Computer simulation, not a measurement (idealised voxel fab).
You're looking at the process module voxel wiring stack.
The cross-section on display is named cut; it measures 245 nm wide, and its cells are 5 nm squares.
A cross-section is written here as square cells arranged in a grid, and it is given in bands from the top down, each band taking up one or more rows of cells.
Look at the band entry: it leads with the top's height and the bottom's height in nm. Then it lists the materials left to right, with a width in nm for each. The word "throughout" on a single material says that material fills the band edge to edge. The word "air" is empty space.
A quick word on heights: they are counted from 0, and under that level the wafer as it came to us is one material throughout. The lowest band is different from the rest in having no bottom; it simply continues downward, written as in "from 0 down".
Graded width ("30 to 40"): value in top row of band = first number; value in bottom row = second number; row-to-row change constant.
Key: "no modifications" - step with no changed cell in the cross-section.
"Enclosed void entries" enumerates empty spaces isolated from the top, with no open way to it, that contain at least 8 cells, giving each as width x height at distance from the left edge, all three in nm.
after a step's settings: what the simulator itself notes on the step
Among the settings permitted on a step's line is "overlay nm"; applied to a step with a mask, it specifies the extent to which the mask lay to the right of its planned position, whereas a negative figure signifies a position to the left.

-- The following list gives the planned process steps
step 1: RECEIVE | material Si
step 2: CONFORMAL_DEP | material SiO2 | thk nm 15
step 3: DIRECTIONAL_DEP | material TiN | thk nm 5
step 4: DIRECTIONAL_DEP | material Ru | thk nm 15
step 5: DIRECTIONAL_DEP | material aC | thk nm 15
step 6: PATTERN | tone cover | mask id METAL_1 | material resist | width nm 30 | pitch nm 50 | thk nm 30 | overlay nm 0
step 7: DIRECTIONAL_ETCH | etch materials aC | depth nm 15
step 8: STRIP | etch materials resist
step 9: DIRECTIONAL_ETCH | etch materials Ru | depth nm 15
step 10: DIRECTIONAL_ETCH | etch materials TiN | depth nm 5
step 11: STRIP | etch materials aC
step 12: FILL_DEP | material SiO2 | thk nm 5
step 13: CMP | height nm 35
step 14: CONFORMAL_DEP | material SiCN | thk nm 5
step 15: DIRECTIONAL_DEP | material lowk | thk nm 30
step 16: PATTERN | tone open | mask id METAL_2 | material resist | width nm 20 | pitch nm 50 | thk nm 15 | overlay nm 0
step 17: DIRECTIONAL_ETCH | etch materials lowk | depth nm 15
step 18: STRIP | etch materials resist
step 19: PATTERN | tone open | mask id METAL_2_HOLES | material resist | width nm 15 | pitch nm 50 | thk nm 15 | overlay nm 0
step 20: DIRECTIONAL_ETCH | etch materials lowk | depth nm 15
step 21: DIRECTIONAL_ETCH | etch materials SiCN | depth nm 5
step 22: STRIP | etch materials resist
step 23: CONFORMAL_DEP | material TiN | thk nm 5
step 24: FILL_DEP | material Cu | thk nm 10
step 25: CMP | height nm 70
step 26: CONFORMAL_DEP | material SiCN | thk nm 5
step 27: DIRECTIONAL_DEP | material lowk | thk nm 30
step 28: PATTERN | tone open | mask id METAL_3 | material resist | width nm 30 | pitch nm 50 | thk nm 20 | overlay nm 0
step 29: DIRECTIONAL_ETCH | etch materials lowk | depth nm 15
step 30: STRIP | etch materials resist
step 31: PATTERN | tone open | mask id METAL_3_HOLES | material resist | width nm 15 | thk nm 15 | overlay nm 0
step 32: DIRECTIONAL_ETCH | etch materials lowk | depth nm 15
step 33: DIRECTIONAL_ETCH | etch materials SiCN | depth nm 5
step 34: STRIP | etch materials resist
step 35: CONFORMAL_DEP | material TiN | thk nm 5
step 36: FILL_DEP | material Cu | thk nm 10
step 37: CMP | height nm 105
step 38: CONFORMAL_DEP | material SiN | thk nm 5
The wafers in this document start out alike and differ in the width nm applied at step 16; the plan shows the value used for the first wafer.

-- The first of several wafers in cross-section, exactly as it reached us after step 1
from 0 down | Si throughout
Enclosed void entries: none

-- wafer rows; end of module; cells per material since receipt: (+) gained, (-) lost; then closed voids
width nm 20; +32 Cu; +36 Ru; +91 SiCN; +49 SiN; +295 SiO2; +74 TiN; +501 lowk; Enclosed void entries: none
width nm 25; +36 Cu; +36 Ru; +91 SiCN; +49 SiN; +295 SiO2; +76 TiN; +495 lowk; Enclosed void entries: none
width nm 30; +44 Cu; +36 Ru; +89 SiCN; +49 SiN; +295 SiO2; +76 TiN; +489 lowk; Enclosed void entries: none
width nm 35; +48 Cu; +36 Ru; +89 SiCN; +49 SiN; +295 SiO2; +78 TiN; +483 lowk; Enclosed void entries: none
